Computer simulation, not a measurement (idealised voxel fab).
A process module follows: voxel transistor to metal.
205 nm wide, 5 nm square cells: that's cross-section cut.
Cross-sections here: square-cell grids, written as top-down lists of bands, a band being one or more rows of cells.
Band: top and bottom heights (nm) first, top before bottom; then materials from left to right, widths in nm. "throughout" marks a sole material filling the band edge to edge. "air" denotes empty space.
Convention: height 0 is the level below which the wafer, as received, is all one material. The lowest band does not terminate at the bottom but continues downward, represented as "0..down".
Think of "30..40" as a width that walks from the first number to the second as you go down the band, top row to bottom row, taking equal-sized steps from row to row.
For the purposes of this document, the phrase "stayed the same" attached to a step denotes that no cell within the cross-section was modified by that step.
"Closed void listing": sealed empty spaces, 8 cells or more, no open way to top, listed width x height at distance, with distance from the left edge and width, height and distance in nm.
It should be noted that, on the line of a given step, the content following the step's settings is a remark produced by the simulator itself with respect to that step.
A step line may carry the setting "overlay nm", which, for steps involving a mask, states the distance by which the mask lay to the right of its intended position; negative values denote displacement to the left.
Listed below are the process steps as planned:
step 1: op RECEIVE | material Si
step 2: op CONFORMAL_DEP | material SiO2 | thk nm 5
step 3: op CONFORMAL_DEP | material SiN | thk nm 15
step 4: op MASKED_ETCH | tone cover | mask id ACTIVE | width nm 105 | etch materials SiN | depth nm 15 | overlay nm 0
step 5: op MASKED_ETCH | tone cover | mask id ACTIVE | width nm 105 | etch materials SiO2 | depth nm 5 | overlay nm 0
step 6: op MASKED_ETCH | tone cover | mask id ACTIVE | width nm 105 | etch materials Si | depth nm 35 | overlay nm 0
step 7: op FILL_DEP | material SiO2 | thk nm 15
step 8: op CMP | height nm 20
step 9: op SELECTIVE_ETCH | etch materials SiO2 | depth nm 5
step 10: op STRIP | etch materials SiN
step 11: op SELECTIVE_ETCH | etch materials SiO2 | depth nm 5
step 12: op OXIDIZE | depth nm 5
step 13: op DIRECTIONAL_DEP | material polySi | thk nm 20
step 14: op DIRECTIONAL_DEP | material SiCN | thk nm 15
step 15: op DIRECTIONAL_DEP | material aC | thk nm 10
step 16: op PATTERN | tone cover | mask id GATE | material resist | width nm 15 | thk nm 30 | overlay nm 0
step 17: op DIRECTIONAL_ETCH | etch materials aC | depth nm 10
step 18: op STRIP | etch materials resist
step 19: op DIRECTIONAL_ETCH | etch materials SiCN | depth nm 25
step 20: op DIRECTIONAL_ETCH | etch materials polySi | depth nm 30
step 21: op STRIP | etch materials aC
step 22: op CONFORMAL_DEP | material SiO2 | thk nm 5
step 23: op DIRECTIONAL_ETCH | etch materials SiO2 | depth nm 5
step 24: op CONFORMAL_DEP | material SiN | thk nm 5
step 25: op DIRECTIONAL_ETCH | etch materials SiN | depth nm 5
step 26: op DIRECTIONAL_ETCH | etch materials SiO2 | depth nm 5
step 27: op DIRECTIONAL_ETCH | etch materials Si | depth nm 15
step 28: op EPI | material nSi | thk nm 15
step 29: op FILL_DEP | material SiO2 | thk nm 5
step 30: op CMP | height nm 35
step 31: op DIRECTIONAL_DEP | material SiO2 | thk nm 15
step 32: op DIRECTIONAL_DEP | material aC | thk nm 15
step 33: op PATTERN | tone open | mask id CONTACT | material resist | width nm 35 | pitch nm 60 | thk nm 30 | overlay nm 0
step 34: op DIRECTIONAL_ETCH | etch materials aC | depth nm 15
step 35: op STRIP | etch materials resist
step 36: op DIRECTIONAL_ETCH | etch materials SiO2 | depth nm 40
step 37: op STRIP | etch materials aC
step 38: op CONFORMAL_DEP | material TiN | thk nm 5
step 39: op FILL_DEP | material Ru | thk nm 10
step 40: op CMP | height nm 50
step 41: op DIRECTIONAL_DEP | material TiN | thk nm 5
step 42: op DIRECTIONAL_DEP | material W | thk nm 15
step 43: op PATTERN | tone cover | mask id METAL_1 | material resist | width nm 20 | pitch nm 75 | thk nm 15 | overlay nm 0
step 44: op DIRECTIONAL_ETCH | etch materials W | depth nm 15
step 45: op DIRECTIONAL_ETCH | etch materials TiN | depth nm 5
step 46: op STRIP | etch materials resist
step 47: op FILL_DEP | material lowk | thk nm 5
step 48: op CMP | height nm 70
step 49: op CONFORMAL_DEP | material SiN | thk nm 5
First wafer out of two, processed as planned:
Cross-section of the wafer at receipt, which is the condition after step 1:
    0..down  Si throughout
    Closed void listing: none
Take a look at the wafer's cross-section after step 2:
    5..0  SiO2 throughout
    All layers under 0 are left as they were.
Take a look at the wafer's cross-section after step 3:
    20..5  SiN throughout
    All layers under 5 are left as they were.
Take a look at the wafer's cross-section after step 4:
    20..5  air=50  SiN=105  air=50
    All layers under 5 are left as they were.
Take a look at the wafer's cross-section after step 5:
    20..5  air=50  SiN=105  air=50
    5..0  air=50  SiO2=105  air=50
    All layers under 0 are left as they were.
Take a look at the wafer's cross-section after step 6:
    20..5  air=50  SiN=105  air=50
    5..0  air=50  SiO2=105  air=50
    0..-35  air=50  Si=105  air=50
    All layers under -35 are left as they were.
Take a look at the wafer's cross-section after step 7:
    35..20  SiO2 throughout
    20..5  SiO2=50  SiN=105  SiO2=50
    5..0  SiO2 throughout
    0..-35  SiO2=50  Si=105  SiO2=50
    All layers under -35 are left as they were.
Take a look at the wafer's cross-section after step 8:
    20..5  SiO2=50  SiN=105  SiO2=50
    All layers under 5 are left as they were.
Take a look at the wafer's cross-section after step 9:
    20..15  air=50  SiN=105  air=50
    All layers under 15 are left as they were.
Take a look at the wafer's cross-section after step 10:
    15..5  SiO2=50  air=105  SiO2=50
    All layers under 5 are left as they were.
Take a look at the wafer's cross-section after step 11:
    10..0  SiO2=45  air=115  SiO2=45
    All layers under 0 are left as they were.
Take a look at the wafer's cross-section after step 12:
    10..0  SiO2=45  air=115  SiO2=45
    0..-5  SiO2 throughout
    All layers under -5 are left as they were.
Take a look at the wafer's cross-section after step 13:
    30..20  polySi=45  air=115  polySi=45
    20..10  polySi throughout
    10..0  SiO2=45  polySi=115  SiO2=45
    All layers under 0 are left as they were.
Take a look at the wafer's cross-section after step 14:
    45..35  SiCN=45  air=115  SiCN=45
    35..30  SiCN throughout
    30..20  polySi=45  SiCN=115  polySi=45
    All layers under 20 are left as they were.
Take a look at the wafer's cross-section after step 15:
    55..45  aC=45  air=115  aC=45
    45..35  SiCN=45  aC=115  SiCN=45
    All layers under 35 are left as they were.
Take a look at the wafer's cross-section after step 16:
    85..55  air=95  resist=15  air=95
    55..45  aC=45  air=50  resist=15  air=50  aC=45
    All layers under 45 are left as they were.
Take a look at the wafer's cross-section after step 17:
    75..45  air=95  resist=15  air=95
    45..35  SiCN=45  air=50  aC=15  air=50  SiCN=45
    All layers under 35 are left as they were.
Take a look at the wafer's cross-section after step 18:
    45..35  SiCN=45  air=50  aC=15  air=50  SiCN=45
    All layers under 35 are left as they were.
Take a look at the wafer's cross-section after step 19:
    45..35  air=95  aC=15  air=95
    35..30  air=95  SiCN=15  air=95
    30..20  polySi=45  air=50  SiCN=15  air=50  polySi=45
    All layers under 20 are left as they were.
Take a look at the wafer's cross-section after step 20:
    45..35  air=95  aC=15  air=95
    35..20  air=95  SiCN=15  air=95
    20..10  air=95  polySi=15  air=95
    10..0  SiO2=45  air=50  polySi=15  air=50  SiO2=45
    All layers under 0 are left as they were.
Take a look at the wafer's cross-section after step 21:
    35..20  air=95  SiCN=15  air=95
    All layers under 20 are left as they were.
Take a look at the wafer's cross-section after step 22:
    40..35  air=90  SiO2=25  air=90
    35..20  air=90  SiO2=5  SiCN=15  SiO2=5  air=90
    20..15  air=90  SiO2=5  polySi=15  SiO2=5  air=90
    15..5  SiO2=50  air=40  SiO2=5  polySi=15  SiO2=5  air=40  SiO2=50
    5..0  SiO2=95  polySi=15  SiO2=95
    All layers under 0 are left as they were.
Take a look at the wafer's cross-section after step 23:
    35..20  air=90  SiO2=5  SiCN=15  SiO2=5  air=90
    20..10  air=90  SiO2=5  polySi=15  SiO2=5  air=90
    10..0  SiO2=50  air=40  SiO2=5  polySi=15  SiO2=5  air=40  SiO2=50
    All layers under 0 are left as they were.
Take a look at the wafer's cross-section after step 24:
    40..35  air=85  SiN=35  air=85
    35..20  air=85  SiN=5  SiO2=5  SiCN=15  SiO2=5  SiN=5  air=85
    20..15  air=85  SiN=5  SiO2=5  polySi=15  SiO2=5  SiN=5  air=85
    15..10  SiN=55  air=30  SiN=5  SiO2=5  polySi=15  SiO2=5  SiN=5  air=30  SiN=55
    10..5  SiO2=50  SiN=5  air=30  SiN=5  SiO2=5  polySi=15  SiO2=5  SiN=5  air=30  SiN=5  SiO2=50
    5..0  SiO2=50  SiN=40  SiO2=5  polySi=15  SiO2=5  SiN=40  SiO2=50
    All layers under 0 are left as they were.
Take a look at the wafer's cross-section after step 25:
    35..20  air=85  SiN=5  SiO2=5  SiCN=15  SiO2=5  SiN=5  air=85
    20..10  air=85  SiN=5  SiO2=5  polySi=15  SiO2=5  SiN=5  air=85
    10..0  SiO2=50  SiN=5  air=30  SiN=5  SiO2=5  polySi=15  SiO2=5  SiN=5  air=30  SiN=5  SiO2=50
    All layers under 0 are left as they were.
Take a look at the wafer's cross-section after step 26:
    35..30  air=85  SiN=5  air=5  SiCN=15  air=5  SiN=5  air=85
    30..20  air=85  SiN=5  SiO2=5  SiCN=15  SiO2=5  SiN=5  air=85
    20..10  air=85  SiN=5  SiO2=5  polySi=15  SiO2=5  SiN=5  air=85
    10..5  air=50  SiN=5  air=30  SiN=5  SiO2=5  polySi=15  SiO2=5  SiN=5  air=30  SiN=5  air=50
    5..0  SiO2=50  SiN=5  air=30  SiN=5  SiO2=5  polySi=15  SiO2=5  SiN=5  air=30  SiN=5  SiO2=50
    0..-5  SiO2=55  air=30  SiO2=35  air=30  SiO2=55
    All layers under -5 are left as they were.
Take a look at the wafer's cross-section after step 27:
    35..30  air=85  SiN=5  air=5  SiCN=15  air=5  SiN=5  air=85
    30..20  air=85  SiN=5  SiO2=5  SiCN=15  SiO2=5  SiN=5  air=85
    20..10  air=85  SiN=5  SiO2=5  polySi=15  SiO2=5  SiN=5  air=85
    10..5  air=50  SiN=5  air=30  SiN=5  SiO2=5  polySi=15  SiO2=5  SiN=5  air=30  SiN=5  air=50
    5..0  SiO2=50  SiN=5  air=30  SiN=5  SiO2=5  polySi=15  SiO2=5  SiN=5  air=30  SiN=5  SiO2=50
    0..-5  SiO2=55  air=30  SiO2=35  air=30  SiO2=55
    -5..-20  SiO2=50  Si=5  air=30  Si=35  air=30  Si=5  SiO2=50
    All layers under -20 are left as they were.
Take a look at the wafer's cross-section after step 28:
    35..30  air=85  SiN=5  air=5  SiCN=15  air=5  SiN=5  air=85
    30..20  air=85  SiN=5  SiO2=5  SiCN=15  SiO2=5  SiN=5  air=85
    20..10  air=85  SiN=5  SiO2=5  polySi=15  SiO2=5  SiN=5  air=85
    10..5  air=50  SiN=5  nSi=30  SiN=5  SiO2=5  polySi=15  SiO2=5  SiN=5  nSi=30  SiN=5  air=50
    5..0  SiO2=50  SiN=5  nSi=30  SiN=5  SiO2=5  polySi=15  SiO2=5  SiN=5  nSi=30  SiN=5  SiO2=50
    0..-5  SiO2=55  nSi=30  SiO2=35  nSi=30  SiO2=55
    -5..-20  SiO2=50  Si=5  nSi=30  Si=35  nSi=30  Si=5  SiO2=50
    All layers under -20 are left as they were.
Take a look at the wafer's cross-section after step 29:
    40..35  SiO2 throughout
    35..20  SiO2=85  SiN=5  SiO2=5  SiCN=15  SiO2=5  SiN=5  SiO2=85
    20..10  SiO2=85  SiN=5  SiO2=5  polySi=15  SiO2=5  SiN=5  SiO2=85
    10..0  SiO2=50  SiN=5  nSi=30  SiN=5  SiO2=5  polySi=15  SiO2=5  SiN=5  nSi=30  SiN=5  SiO2=50
    All layers under 0 are left as they were.
Take a look at the wafer's cross-section after step 30:
    35..20  SiO2=85  SiN=5  SiO2=5  SiCN=15  SiO2=5  SiN=5  SiO2=85
    All layers under 20 are left as they were.
Take a look at the wafer's cross-section after step 31:
    50..35  SiO2 throughout
    All layers under 35 are left as they were.
Take a look at the wafer's cross-section after step 32:
    65..50  aC throughout
    All layers under 50 are left as they were.
Take a look at the wafer's cross-section after step 33:
    95..65  resist=55  air=35  resist=25  air=35  resist=55
    All layers under 65 are left as they were.
Take a look at the wafer's cross-section after step 34:
    80..65  resist=55  air=35  resist=25  air=35  resist=55
    65..50  aC=55  air=35  aC=25  air=35  aC=55
    All layers under 50 are left as they were.
Take a look at the wafer's cross-section after step 35:
    65..50  aC=55  air=35  aC=25  air=35  aC=55
    All layers under 50 are left as they were.
Take a look at the wafer's cross-section after step 36:
    65..50  aC=55  air=35  aC=25  air=35  aC=55
    50..35  SiO2=55  air=35  SiO2=25  air=35  SiO2=55
    35..20  SiO2=55  air=30  SiN=5  SiO2=5  SiCN=15  SiO2=5  SiN=5  air=30  SiO2=55
    20..10  SiO2=55  air=30  SiN=5  SiO2=5  polySi=15  SiO2=5  SiN=5  air=30  SiO2=55
    All layers under 10 are left as they were.
Take a look at the wafer's cross-section after step 37:
    50..35  SiO2=55  air=35  SiO2=25  air=35  SiO2=55
    All layers under 35 are left as they were.
Take a look at the wafer's cross-section after step 38:
    55..50  TiN=60  air=25  TiN=35  air=25  TiN=60
    50..40  SiO2=55  TiN=5  air=25  TiN=5  SiO2=25  TiN=5  air=25  TiN=5  SiO2=55
    40..35  SiO2=55  TiN=5  air=20  TiN=10  SiO2=25  TiN=10  air=20  TiN=5  SiO2=55
    35..20  SiO2=55  TiN=5  air=20  TiN=5  SiN=5  SiO2=5  SiCN=15  SiO2=5  SiN=5  TiN=5  air=20  TiN=5  SiO2=55
    20..15  SiO2=55  TiN=5  air=20  TiN=5  SiN=5  SiO2=5  polySi=15  SiO2=5  SiN=5  TiN=5  air=20  TiN=5  SiO2=55
    15..10  SiO2=55  TiN=30  SiN=5  SiO2=5  polySi=15  SiO2=5  SiN=5  TiN=30  SiO2=55
    All layers under 10 are left as they were.
Take a look at the wafer's cross-section after step 39:
    65..55  Ru throughout
    55..50  TiN=60  Ru=25  TiN=35  Ru=25  TiN=60
    50..40  SiO2=55  TiN=5  Ru=25  TiN=5  SiO2=25  TiN=5  Ru=25  TiN=5  SiO2=55
    40..35  SiO2=55  TiN=5  Ru=20  TiN=10  SiO2=25  TiN=10  Ru=20  TiN=5  SiO2=55
    35..20  SiO2=55  TiN=5  Ru=20  TiN=5  SiN=5  SiO2=5  SiCN=15  SiO2=5  SiN=5  TiN=5  Ru=20  TiN=5  SiO2=55
    20..15  SiO2=55  TiN=5  Ru=20  TiN=5  SiN=5  SiO2=5  polySi=15  SiO2=5  SiN=5  TiN=5  Ru=20  TiN=5  SiO2=55
    All layers under 15 are left as they were.
Take a look at the wafer's cross-section after step 40:
    50..40  SiO2=55  TiN=5  Ru=25  TiN=5  SiO2=25  TiN=5  Ru=25  TiN=5  SiO2=55
    All layers under 40 are left as they were.
Take a look at the wafer's cross-section after step 41:
    55..50  TiN throughout
    All layers under 50 are left as they were.
Take a look at the wafer's cross-section after step 42:
    70..55  W throughout
    All layers under 55 are left as they were.
Take a look at the wafer's cross-section after step 43:
    85..70  air=55  resist=20  air=55  resist=20  air=55
    All layers under 70 are left as they were.
Take a look at the wafer's cross-section after step 44:
    85..70  air=55  resist=20  air=55  resist=20  air=55
    70..55  air=55  W=20  air=55  W=20  air=55
    All layers under 55 are left as they were.
Take a look at the wafer's cross-section after step 45:
    85..70  air=55  resist=20  air=55  resist=20  air=55
    70..55  air=55  W=20  air=55  W=20  air=55
    55..50  air=55  TiN=20  air=55  TiN=20  air=55
    All layers under 50 are left as they were.
Take a look at the wafer's cross-section after step 46:
    70..55  air=55  W=20  air=55  W=20  air=55
    All layers under 55 are left as they were.
Take a look at the wafer's cross-section after step 47:
    75..70  lowk throughout
    70..55  lowk=55  W=20  lowk=55  W=20  lowk=55
    55..50  lowk=55  TiN=20  lowk=55  TiN=20  lowk=55
    All layers under 50 are left as they were.
Take a look at the wafer's cross-section after step 48:
    70..55  lowk=55  W=20  lowk=55  W=20  lowk=55
    All layers under 55 are left as they were.
Take a look at the wafer's cross-section after step 49:
    75..70  SiN throughout
    All layers under 70 are left as they were.
Wafer two of the pair: same origin, same plan, one error during the run; identical to wafer one up to and including step 5:
Cross-sectional view of the second wafer at the intended end time of process step 6:
    20..5  air=50  SiN=105  air=50
    5..0  air=50  SiO2=105  air=50
    0..-25  air=50  Si=105  air=50
    All layers under -25 are left as they were.
Cross-sectional view of the second wafer at the intended end time of process step 7:
    35..20  SiO2 throughout
    20..5  SiO2=50  SiN=105  SiO2=50
    5..0  SiO2 throughout
    0..-25  SiO2=50  Si=105  SiO2=50
    All layers under -25 are left as they were.
Cross-sectional view of the second wafer at the intended end time of process step 8:
    20..5  SiO2=50  SiN=105  SiO2=50
    All layers under 5 are left as they were.
Cross-sectional view of the second wafer at the intended end time of process step 9:
    20..15  air=50  SiN=105  air=50
    All layers under 15 are left as they were.
Cross-sectional view of the second wafer at the intended end time of process step 10:
    15..5  SiO2=50  air=105  SiO2=50
    All layers under 5 are left as they were.
Cross-sectional view of the second wafer at the intended end time of process step 11:
    10..0  SiO2=45  air=115  SiO2=45
    All layers under 0 are left as they were.
Cross-sectional view of the second wafer at the intended end time of process step 12:
    10..0  SiO2=45  air=115  SiO2=45
    0..-5  SiO2 throughout
    All layers under -5 are left as they were.
Cross-sectional view of the second wafer at the intended end time of process step 13:
    30..20  polySi=45  air=115  polySi=45
    20..10  polySi throughout
    10..0  SiO2=45  polySi=115  SiO2=45
    All layers under 0 are left as they were.
Cross-sectional view of the second wafer at the intended end time of process step 14:
    45..35  SiCN=45  air=115  SiCN=45
    35..30  SiCN throughout
    30..20  polySi=45  SiCN=115  polySi=45
    All layers under 20 are left as they were.
Cross-sectional view of the second wafer at the intended end time of process step 15:
    55..45  aC=45  air=115  aC=45
    45..35  SiCN=45  aC=115  SiCN=45
    All layers under 35 are left as they were.
Cross-sectional view of the second wafer at the intended end time of process step 16:
    85..55  air=95  resist=15  air=95
    55..45  aC=45  air=50  resist=15  air=50  aC=45
    All layers under 45 are left as they were.
Cross-sectional view of the second wafer at the intended end time of process step 17:
    75..45  air=95  resist=15  air=95
    45..35  SiCN=45  air=50  aC=15  air=50  SiCN=45
    All layers under 35 are left as they were.
Cross-sectional view of the second wafer at the intended end time of process step 18:
    45..35  SiCN=45  air=50  aC=15  air=50  SiCN=45
    All layers under 35 are left as they were.
Cross-sectional view of the second wafer at the intended end time of process step 19:
    45..35  air=95  aC=15  air=95
    35..30  air=95  SiCN=15  air=95
    30..20  polySi=45  air=50  SiCN=15  air=50  polySi=45
    All layers under 20 are left as they were.
Cross-sectional view of the second wafer at the intended end time of process step 20:
    45..35  air=95  aC=15  air=95
    35..20  air=95  SiCN=15  air=95
    20..10  air=95  polySi=15  air=95
    10..0  SiO2=45  air=50  polySi=15  air=50  SiO2=45
    All layers under 0 are left as they were.
Cross-sectional view of the second wafer at the intended end time of process step 21:
    35..20  air=95  SiCN=15  air=95
    All layers under 20 are left as they were.
Cross-sectional view of the second wafer at the intended end time of process step 22:
    40..35  air=90  SiO2=25  air=90
    35..20  air=90  SiO2=5  SiCN=15  SiO2=5  air=90
    20..15  air=90  SiO2=5  polySi=15  SiO2=5  air=90
    15..5  SiO2=50  air=40  SiO2=5  polySi=15  SiO2=5  air=40  SiO2=50
    5..0  SiO2=95  polySi=15  SiO2=95
    All layers under 0 are left as they were.
Cross-sectional view of the second wafer at the intended end time of process step 23:
    35..20  air=90  SiO2=5  SiCN=15  SiO2=5  air=90
    20..10  air=90  SiO2=5  polySi=15  SiO2=5  air=90
    10..0  SiO2=50  air=40  SiO2=5  polySi=15  SiO2=5  air=40  SiO2=50
    All layers under 0 are left as they were.
Cross-sectional view of the second wafer at the intended end time of process step 24:
    40..35  air=85  SiN=35  air=85
    35..20  air=85  SiN=5  SiO2=5  SiCN=15  SiO2=5  SiN=5  air=85
    20..15  air=85  SiN=5  SiO2=5  polySi=15  SiO2=5  SiN=5  air=85
    15..10  SiN=55  air=30  SiN=5  SiO2=5  polySi=15  SiO2=5  SiN=5  air=30  SiN=55
    10..5  SiO2=50  SiN=5  air=30  SiN=5  SiO2=5  polySi=15  SiO2=5  SiN=5  air=30  SiN=5  SiO2=50
    5..0  SiO2=50  SiN=40  SiO2=5  polySi=15  SiO2=5  SiN=40  SiO2=50
    All layers under 0 are left as they were.
Cross-sectional view of the second wafer at the intended end time of process step 25:
    35..20  air=85  SiN=5  SiO2=5  SiCN=15  SiO2=5  SiN=5  air=85
    20..10  air=85  SiN=5  SiO2=5  polySi=15  SiO2=5  SiN=5  air=85
    10..0  SiO2=50  SiN=5  air=30  SiN=5  SiO2=5  polySi=15  SiO2=5  SiN=5  air=30  SiN=5  SiO2=50
    All layers under 0 are left as they were.
Cross-sectional view of the second wafer at the intended end time of process step 26:
    35..30  air=85  SiN=5  air=5  SiCN=15  air=5  SiN=5  air=85
    30..20  air=85  SiN=5  SiO2=5  SiCN=15  SiO2=5  SiN=5  air=85
    20..10  air=85  SiN=5  SiO2=5  polySi=15  SiO2=5  SiN=5  air=85
    10..5  air=50  SiN=5  air=30  SiN=5  SiO2=5  polySi=15  SiO2=5  SiN=5  air=30  SiN=5  air=50
    5..0  SiO2=50  SiN=5  air=30  SiN=5  SiO2=5  polySi=15  SiO2=5  SiN=5  air=30  SiN=5  SiO2=50
    0..-5  SiO2=55  air=30  SiO2=35  air=30  SiO2=55
    All layers under -5 are left as they were.
Cross-sectional view of the second wafer at the intended end time of process step 27:
    35..30  air=85  SiN=5  air=5  SiCN=15  air=5  SiN=5  air=85
    30..20  air=85  SiN=5  SiO2=5  SiCN=15  SiO2=5  SiN=5  air=85
    20..10  air=85  SiN=5  SiO2=5  polySi=15  SiO2=5  SiN=5  air=85
    10..5  air=50  SiN=5  air=30  SiN=5  SiO2=5  polySi=15  SiO2=5  SiN=5  air=30  SiN=5  air=50
    5..0  SiO2=50  SiN=5  air=30  SiN=5  SiO2=5  polySi=15  SiO2=5  SiN=5  air=30  SiN=5  SiO2=50
    0..-5  SiO2=55  air=30  SiO2=35  air=30  SiO2=55
    -5..-20  SiO2=50  Si=5  air=30  Si=35  air=30  Si=5  SiO2=50
    All layers under -20 are left as they were.
Cross-sectional view of the second wafer at the intended end time of process step 28:
    35..30  air=85  SiN=5  air=5  SiCN=15  air=5  SiN=5  air=85
    30..20  air=85  SiN=5  SiO2=5  SiCN=15  SiO2=5  SiN=5  air=85
    20..10  air=85  SiN=5  SiO2=5  polySi=15  SiO2=5  SiN=5  air=85
    10..5  air=50  SiN=5  nSi=30  SiN=5  SiO2=5  polySi=15  SiO2=5  SiN=5  nSi=30  SiN=5  air=50
    5..0  SiO2=50  SiN=5  nSi=30  SiN=5  SiO2=5  polySi=15  SiO2=5  SiN=5  nSi=30  SiN=5  SiO2=50
    0..-5  SiO2=55  nSi=30  SiO2=35  nSi=30  SiO2=55
    -5..-20  SiO2=50  Si=5  nSi=30  Si=35  nSi=30  Si=5  SiO2=50
    All layers under -20 are left as they were.
Cross-sectional view of the second wafer at the intended end time of process step 29:
    40..35  SiO2 throughout
    35..20  SiO2=85  SiN=5  SiO2=5  SiCN=15  SiO2=5  SiN=5  SiO2=85
    20..10  SiO2=85  SiN=5  SiO2=5  polySi=15  SiO2=5  SiN=5  SiO2=85
    10..0  SiO2=50  SiN=5  nSi=30  SiN=5  SiO2=5  polySi=15  SiO2=5  SiN=5  nSi=30  SiN=5  SiO2=50
    All layers under 0 are left as they were.
Cross-sectional view of the second wafer at the intended end time of process step 30:
    35..20  SiO2=85  SiN=5  SiO2=5  SiCN=15  SiO2=5  SiN=5  SiO2=85
    All layers under 20 are left as they were.
Cross-sectional view of the second wafer at the intended end time of process step 31:
    50..35  SiO2 throughout
    All layers under 35 are left as they were.
Cross-sectional view of the second wafer at the intended end time of process step 32:
    65..50  aC throughout
    All layers under 50 are left as they were.
Cross-sectional view of the second wafer at the intended end time of process step 33:
    95..65  resist=55  air=35  resist=25  air=35  resist=55
    All layers under 65 are left as they were.
Cross-sectional view of the second wafer at the intended end time of process step 34:
    80..65  resist=55  air=35  resist=25  air=35  resist=55
    65..50  aC=55  air=35  aC=25  air=35  aC=55
    All layers under 50 are left as they were.
Cross-sectional view of the second wafer at the intended end time of process step 35:
    65..50  aC=55  air=35  aC=25  air=35  aC=55
    All layers under 50 are left as they were.
Cross-sectional view of the second wafer at the intended end time of process step 36:
    65..50  aC=55  air=35  aC=25  air=35  aC=55
    50..35  SiO2=55  air=35  SiO2=25  air=35  SiO2=55
    35..20  SiO2=55  air=30  SiN=5  SiO2=5  SiCN=15  SiO2=5  SiN=5  air=30  SiO2=55
    20..10  SiO2=55  air=30  SiN=5  SiO2=5  polySi=15  SiO2=5  SiN=5  air=30  SiO2=55
    All layers under 10 are left as they were.
Cross-sectional view of the second wafer at the intended end time of process step 37:
    50..35  SiO2=55  air=35  SiO2=25  air=35  SiO2=55
    All layers under 35 are left as they were.
Cross-sectional view of the second wafer at the intended end time of process step 38:
    55..50  TiN=60  air=25  TiN=35  air=25  TiN=60
    50..40  SiO2=55  TiN=5  air=25  TiN=5  SiO2=25  TiN=5  air=25  TiN=5  SiO2=55
    40..35  SiO2=55  TiN=5  air=20  TiN=10  SiO2=25  TiN=10  air=20  TiN=5  SiO2=55
    35..20  SiO2=55  TiN=5  air=20  TiN=5  SiN=5  SiO2=5  SiCN=15  SiO2=5  SiN=5  TiN=5  air=20  TiN=5  SiO2=55
    20..15  SiO2=55  TiN=5  air=20  TiN=5  SiN=5  SiO2=5  polySi=15  SiO2=5  SiN=5  TiN=5  air=20  TiN=5  SiO2=55
    15..10  SiO2=55  TiN=30  SiN=5  SiO2=5  polySi=15  SiO2=5  SiN=5  TiN=30  SiO2=55
    All layers under 10 are left as they were.
Cross-sectional view of the second wafer at the intended end time of process step 39:
    65..55  Ru throughout
    55..50  TiN=60  Ru=25  TiN=35  Ru=25  TiN=60
    50..40  SiO2=55  TiN=5  Ru=25  TiN=5  SiO2=25  TiN=5  Ru=25  TiN=5  SiO2=55
    40..35  SiO2=55  TiN=5  Ru=20  TiN=10  SiO2=25  TiN=10  Ru=20  TiN=5  SiO2=55
    35..20  SiO2=55  TiN=5  Ru=20  TiN=5  SiN=5  SiO2=5  SiCN=15  SiO2=5  SiN=5  TiN=5  Ru=20  TiN=5  SiO2=55
    20..15  SiO2=55  TiN=5  Ru=20  TiN=5  SiN=5  SiO2=5  polySi=15  SiO2=5  SiN=5  TiN=5  Ru=20  TiN=5  SiO2=55
    All layers under 15 are left as they were.
Cross-sectional view of the second wafer at the intended end time of process step 40:
    50..40  SiO2=55  TiN=5  Ru=25  TiN=5  SiO2=25  TiN=5  Ru=25  TiN=5  SiO2=55
    All layers under 40 are left as they were.
Cross-sectional view of the second wafer at the intended end time of process step 41:
    55..50  TiN throughout
    All layers under 50 are left as they were.
Cross-sectional view of the second wafer at the intended end time of process step 42:
    70..55  W throughout
    All layers under 55 are left as they were.
Cross-sectional view of the second wafer at the intended end time of process step 43:
    85..70  air=55  resist=20  air=55  resist=20  air=55
    All layers under 70 are left as they were.
Cross-sectional view of the second wafer at the intended end time of process step 44:
    85..70  air=55  resist=20  air=55  resist=20  air=55
    70..55  air=55  W=20  air=55  W=20  air=55
    All layers under 55 are left as they were.
Cross-sectional view of the second wafer at the intended end time of process step 45:
    85..70  air=55  resist=20  air=55  resist=20  air=55
    70..55  air=55  W=20  air=55  W=20  air=55
    55..50  air=55  TiN=20  air=55  TiN=20  air=55
    All layers under 50 are left as they were.
Cross-sectional view of the second wafer at the intended end time of process step 46:
    70..55  air=55  W=20  air=55  W=20  air=55
    All layers under 55 are left as they were.
Cross-sectional view of the second wafer at the intended end time of process step 47:
    75..70  lowk throughout
    70..55  lowk=55  W=20  lowk=55  W=20  lowk=55
    55..50  lowk=55  TiN=20  lowk=55  TiN=20  lowk=55
    All layers under 50 are left as they were.
Cross-sectional view of the second wafer at the intended end time of process step 48:
    70..55  lowk=55  W=20  lowk=55  W=20  lowk=55
    All layers under 55 are left as they were.
Cross-sectional view of the second wafer at the intended end time of process step 49:
    75..70  SiN throughout
    All layers under 70 are left as they were.
What was the processing mistake? step 6 was not run as planned; what actually ran was op MASKED_ETCH | tone cover | mask id ACTIVE | width nm 105 | etch materials Si | depth nm 25 | overlay nm 0
Final wafer comparison in cells, second versus first, more or fewer per material: 40 more of Si | 40 fewer of SiO2
